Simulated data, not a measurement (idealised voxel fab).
The process module presented herein is designated voxel self aligned contacts.
Section cut is 270 nm wide and gridded with 5 nm square cells.
We lay out every cross-section as a grid of square cells and spell it out in bands from the top down, where one band means one or more rows of cells.
Read a band's entry like this: the first values are the height of its top and the height of its bottom in nm, and what follows is the sequence of materials from left to right, each with its width in nm. Note that "blank" is empty space, and that a single material marked "throughout" reaches across the band from edge to edge.
Ref level 0: as-received wafer is one material below here. Bottom band extends down with no lower bound ("0 and below").
When a width is written as two numbers, as in "30 to 40", the first number is the width in the top row of cells of the band and the second is the width in its bottom row, and the width changes by the same amount from each row to the next.
Given "no alteration" for a step, no cell of the cross-section differs between before and after that step.
Empty spaces without an open route to the top, at least 8 cells in extent, make up the entry "Closed void register"; each is given as width x height at distance, where the distance is measured from the left edge, and all are in nm.
Heads up: the bit after the settings on a step's line is the simulator's remark on that step.
overlay nm: how far to the right of its planned place the mask lay on this masked step (negative: to the left).
**These are the steps we planned for the process**
| 1 | RECEIVE: material Si |
| 2 | CONFORMAL_DEP: material SiO2, thk nm 5 |
| 3 | DIRECTIONAL_DEP: material polySi, thk nm 25 |
| 4 | DIRECTIONAL_DEP: material SiN, thk nm 20 |
| 5 | MASKED_ETCH: tone cover, mask id GATE, width nm 25, pitch nm 65, etch materials SiN, depth nm 20, overlay nm 0 |
| 6 | MASKED_ETCH: tone cover, mask id GATE, width nm 25, pitch nm 65, etch materials polySi, depth nm 25, overlay nm 0 |
| 7 | CONFORMAL_DEP: material SiN, thk nm 10 |
| 8 | DIRECTIONAL_ETCH: etch materials SiN, depth nm 10 |
| 9 | FILL_DEP: material SiO2, thk nm 15 |
| 10 | CMP: height nm 55 |
| 11 | PATTERN: tone open, mask id CONTACT, material resist, width nm 50, pitch nm 65, thk nm 15, overlay nm 0 |
| 12 | DIRECTIONAL_ETCH: etch materials SiO2, depth nm 55 |
| 13 | STRIP: etch materials resist |
| 14 | CONFORMAL_DEP: material TiN, thk nm 5 |
| 15 | FILL_DEP: material W, thk nm 5 |
| 16 | CMP: height nm 55 |
| 17 | CONFORMAL_DEP: material SiN, thk nm 5 |
**As-received state of the wafer in cross-section, equivalent to post-step 1**
* 0 and below  Si throughout
* Closed void register: none
**The first of the two wafers as seen in cross-section once the module was finished; processing followed the plan**
* 60 down to 55  SiN throughout
* 55 down to 50  SiO2 75 | TiN 20 | W 10 | TiN 20 | SiO2 15 | TiN 20 | W 10 | TiN 20 | SiO2 80
* 50 down to 30  SiO2 45 | SiN 45 | TiN 5 | W 10 | TiN 5 | SiN 45 | TiN 5 | W 10 | TiN 5 | SiN 45 | SiO2 50
* 30 down to 5  SiO2 45 | SiN 10 | polySi 25 | SiN 10 | TiN 5 | W 10 | TiN 5 | SiN 10 | polySi 25 | SiN 10 | TiN 5 | W 10 | TiN 5 | SiN 10 | polySi 25 | SiN 10 | SiO2 50
* 5 down to 0  SiO2 90 | TiN 20 | SiO2 45 | TiN 20 | SiO2 95
* 0 and below  Si throughout
* Closed void register: none
**Cross-sectional view: second of two wafers, end of module; start and plan identical to the first, one mistake in running**
* 60 down to 55  SiN throughout
* 55 down to 50  SiO2 80 | TiN 15 | W 10 | TiN 15 | SiO2 25 | TiN 15 | W 10 | TiN 15 | SiO2 85
* 50 down to 30  SiO2 45 | SiN 45 | TiN 5 | W 10 | TiN 5 | SiN 45 | TiN 5 | W 10 | TiN 5 | SiN 45 | SiO2 50
* 30 down to 5  SiO2 45 | SiN 10 | polySi 25 | SiN 10 | TiN 5 | W 10 | TiN 5 | SiN 10 | polySi 25 | SiN 10 | TiN 5 | W 10 | TiN 5 | SiN 10 | polySi 25 | SiN 10 | SiO2 50
* 5 down to 0  SiO2 90 | TiN 20 | SiO2 45 | TiN 20 | SiO2 95
* 0 and below  Si throughout
* Closed void register: none
Nonconformance to the process plan: step 11 ran as: PATTERN: tone open, mask id CONTACT, material resist, width nm 40, pitch nm 65, thk nm 15, overlay nm 0
End check, counted in cells, second wafer has more or fewer of these materials than the first: +4 SiO2, -4 TiN
